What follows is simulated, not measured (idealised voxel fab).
Module name: voxel double patterning (process module)
Cross-sectional view cut (width: 265 nm; square cell size: 5 nm).
Reading order for cross-sections: top band down to bottom band. Underlying form: a grid of square cells. Band size: one or more rows of cells.
What a band's entry tells you: where the top is and where the bottom is, as heights in nm, and after that what lies inside, material by material from left to right, each with its width in nm. Empty space is written as the word "air", and a single material marked with the word "full width" occupies the band from edge to edge.
Heights are reckoned from 0. Under this level, the received wafer is all of one material. The bottommost band is open-ended downward, for example "0..down".
Graded width ("30 to 40"): value in top row of band = first number; value in bottom row = second number; row-to-row change constant.
Step marked "no modification"? Then no cell in the cross-section changed in it.
Under "Catalogued sealed voids" you'll find the enclosed gaps, the ones with no way out to the top, that are 8 cells or bigger; each reads width x height at distance, with distance counted from the left edge, everything in nm.
That trailing text on a step's line, after the settings, is the simulator's own remark on the step.
If you see "overlay nm" on a step's line and that step has a mask, it's telling you how far right of where it was planned the mask ended up; a negative number means it went left instead.
Below is the list of planned process steps
1) RECEIVE [material Si]
2) CONFORMAL_DEP [material SiO2] [thk nm 10]
3) DIRECTIONAL_DEP [material W] [thk nm 20]
4) DIRECTIONAL_DEP [material SiCN] [thk nm 10]
5) DIRECTIONAL_DEP [material aC] [thk nm 10]
6) PATTERN [tone open] [mask id FIRST] [material resist] [width nm 15] [pitch nm 50] [thk nm 30] [overlay nm 0]
7) DIRECTIONAL_ETCH [etch materials aC] [depth nm 10]
8) STRIP [etch materials resist]
9) DIRECTIONAL_ETCH [etch materials SiCN] [depth nm 10]
10) STRIP [etch materials aC]
11) MASKED_ETCH [tone open] [mask id SECOND] [width nm 15] [etch materials SiCN] [depth nm 10] [overlay nm 0]
12) DIRECTIONAL_ETCH [etch materials W] [depth nm 20]
13) STRIP [etch materials SiCN]
Cross-section of the wafer as it came to us, i.e., already through step 1
* 0..down | Si full width
* Catalogued sealed voids: none
Here's the wafer cut in cross-section after the module, started and planned just like above, except one thing was done wrong in the run
* 30..10 | W=100; air=15; W=10; air=20; W=5; air=15; W=100
* 10..0 | SiO2 full width
* 0..down | Si full width
* Catalogued sealed voids: none
What was done differently from what was planned? heads up, step 11 didn't go per plan, it actually ran as MASKED_ETCH [tone open] [mask id SECOND] [width nm 20] [etch materials SiCN] [depth nm 10] [overlay nm 0]
